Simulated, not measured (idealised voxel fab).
Process module under the name voxel transistor to metal
Square cell edge 5 nm, section width 285 nm, ID cut.
When this document writes out a cross-section, it uses a grid of square cells and lists it as bands, beginning at the top and moving down, with a band standing for one or more rows of cells.
Top height, bottom height, nm. Materials left to right, width each, nm. Single material + "edge to edge" = fills band edge to edge. "blank" = empty.
Heights from 0 (as-received wafer is one material below). Bottom band endless downward, as "z 0 and below".
The notation "30->40" denotes a width that varies across the rows of cells in the band, beginning at the first number in the top row, finishing at the second number in the bottom row, and changing by an identical amount from each row to the next.
For the purposes of this document, the phrase "nothing different" attached to a step denotes that no cell within the cross-section was modified by that step.
In "Sealed-off cavities" the enclosed voids are listed, meaning empty spaces of 8 cells or larger without any opening to the top. The form is width x height at distance, distance from the left edge, units nm.
The remark found on a step's line after its settings is issued by the simulator itself and pertains to that step.
Each step line may optionally specify "overlay nm", which for a step with a mask gives the rightward distance between the mask's planned place and where it lay, a negative value indicating the leftward direction.
Process steps (planned):
- 1: RECEIVE (material Si)
- 2: CONFORMAL_DEP (material SiO2; thk nm 5)
- 3: CONFORMAL_DEP (material SiN; thk nm 10)
- 4: PATTERN (tone cover; mask id ACTIVE; material resist; width nm 110; pitch nm 135; thk nm 20; overlay nm 0)
- 5: DIRECTIONAL_ETCH (etch materials SiN; depth nm 10)
- 6: DIRECTIONAL_ETCH (etch materials SiO2; depth nm 5)
- 7: DIRECTIONAL_ETCH (etch materials Si; depth nm 25)
- 8: STRIP (etch materials resist)
- 9: FILL_DEP (material SiO2; thk nm 5)
- 10: CMP (height nm 15)
- 11: SELECTIVE_ETCH (etch materials SiO2; depth nm 5)
- 12: STRIP (etch materials SiN)
- 13: SELECTIVE_ETCH (etch materials SiO2; depth nm 5)
- 14: OXIDIZE (depth nm 5)
- 15: DIRECTIONAL_DEP (material polySi; thk nm 30)
- 16: DIRECTIONAL_DEP (material SiCN; thk nm 10)
- 17: MASKED_ETCH (tone cover; mask id GATE; width nm 20; pitch nm 135; etch materials SiCN; depth nm 20; overlay nm 0)
- 18: MASKED_ETCH (tone cover; mask id GATE; width nm 20; pitch nm 135; etch materials polySi; depth nm 40; overlay nm 0)
- 19: CONFORMAL_DEP (material SiO2; thk nm 5)
- 20: DIRECTIONAL_ETCH (etch materials SiO2; depth nm 5)
- 21: CONFORMAL_DEP (material SiN; thk nm 10)
- 22: DIRECTIONAL_ETCH (etch materials SiN; depth nm 10)
- 23: DIRECTIONAL_ETCH (etch materials SiO2; depth nm 5)
- 24: EPI (material SiGe; thk nm 5)
- 25: FILL_DEP (material SiO2; thk nm 5)
- 26: CMP (height nm 40)
- 27: DIRECTIONAL_DEP (material SiO2; thk nm 15)
- 28: PATTERN (tone open; mask id CONTACT; material resist; width nm 30; thk nm 20; overlay nm 0)
- 29: DIRECTIONAL_ETCH (etch materials SiO2; depth nm 55)
- 30: STRIP (etch materials resist)
- 31: CONFORMAL_DEP (material TiN; thk nm 5)
- 32: FILL_DEP (material W; thk nm 5)
- 33: CMP (height nm 55)
- 34: DIRECTIONAL_DEP (material TiN; thk nm 5)
- 35: DIRECTIONAL_DEP (material Ru; thk nm 25)
- 36: PATTERN (tone cover; mask id METAL_1; material resist; width nm 20; thk nm 15; overlay nm 0)
- 37: DIRECTIONAL_ETCH (etch materials Ru; depth nm 25)
- 38: DIRECTIONAL_ETCH (etch materials TiN; depth nm 5)
- 39: STRIP (etch materials resist)
- 40: FILL_DEP (material SiO2; thk nm 5)
- 41: CMP (height nm 85)
- 42: CONFORMAL_DEP (material SiCN; thk nm 5)
As-received wafer cross-section (after step 1):
* z 0 and below = Si edge to edge
* Sealed-off cavities: none
End-of-module cross-section. Starting structure and process plan as above; one mistake made in running it:
* z 90 to 85 = SiCN edge to edge
* z 85 to 60 = 30 nm SiO2, 20 nm Ru, 50 nm SiO2, 20 nm Ru, 45 nm SiO2, 20 nm Ru, 50 nm SiO2, 20 nm Ru, 30 nm SiO2
* z 60 to 55 = 30 nm SiO2, 20 nm TiN, 50 nm SiO2, 20 nm TiN, 45 nm SiO2, 20 nm TiN, 50 nm SiO2, 20 nm TiN, 30 nm SiO2
* z 55 to 40 = SiN edge to edge
* z 40 to 30 = 50 nm SiO2, 10 nm SiN, 5 nm SiO2, 20 nm SiCN, 5 nm SiO2, 10 nm SiN, 85 nm SiO2, 10 nm SiN, 5 nm SiO2, 20 nm SiCN, 5 nm SiO2, 10 nm SiN, 50 nm SiO2
* z 30 to 5 = 50 nm SiO2, 10 nm SiN, 5 nm SiO2, 20 nm polySi, 5 nm SiO2, 10 nm SiN, 85 nm SiO2, 10 nm SiN, 5 nm SiO2, 20 nm polySi, 5 nm SiO2, 10 nm SiN, 50 nm SiO2
* z 5 to 0 = 20 nm SiO2, 10 nm SiN, 20 nm SiO2, 10 nm SiN, 5 nm SiO2, 20 nm polySi, 5 nm SiO2, 10 nm SiN, 20 nm SiO2, 10 nm SiN, 25 nm SiO2, 10 nm SiN, 20 nm SiO2, 10 nm SiN, 5 nm SiO2, 20 nm polySi, 5 nm SiO2, 10 nm SiN, 20 nm SiO2, 10 nm SiN, 20 nm SiO2
* z 0 to -5 = 30 nm SiO2, 20 nm SiGe, 50 nm SiO2, 20 nm SiGe, 45 nm SiO2, 20 nm SiGe, 50 nm SiO2, 20 nm SiGe, 30 nm SiO2
* z -5 to -25 = 20 nm SiO2, 110 nm Si, 25 nm SiO2, 110 nm Si, 20 nm SiO2
* z -25 and below = Si edge to edge
* Sealed-off cavities: none
It is concluded that the wafer was processed incorrectly with respect to the plan, in that step 27 went in with a setting other than planned; the actual run was DIRECTIONAL_DEP (material SiN; thk nm 15)
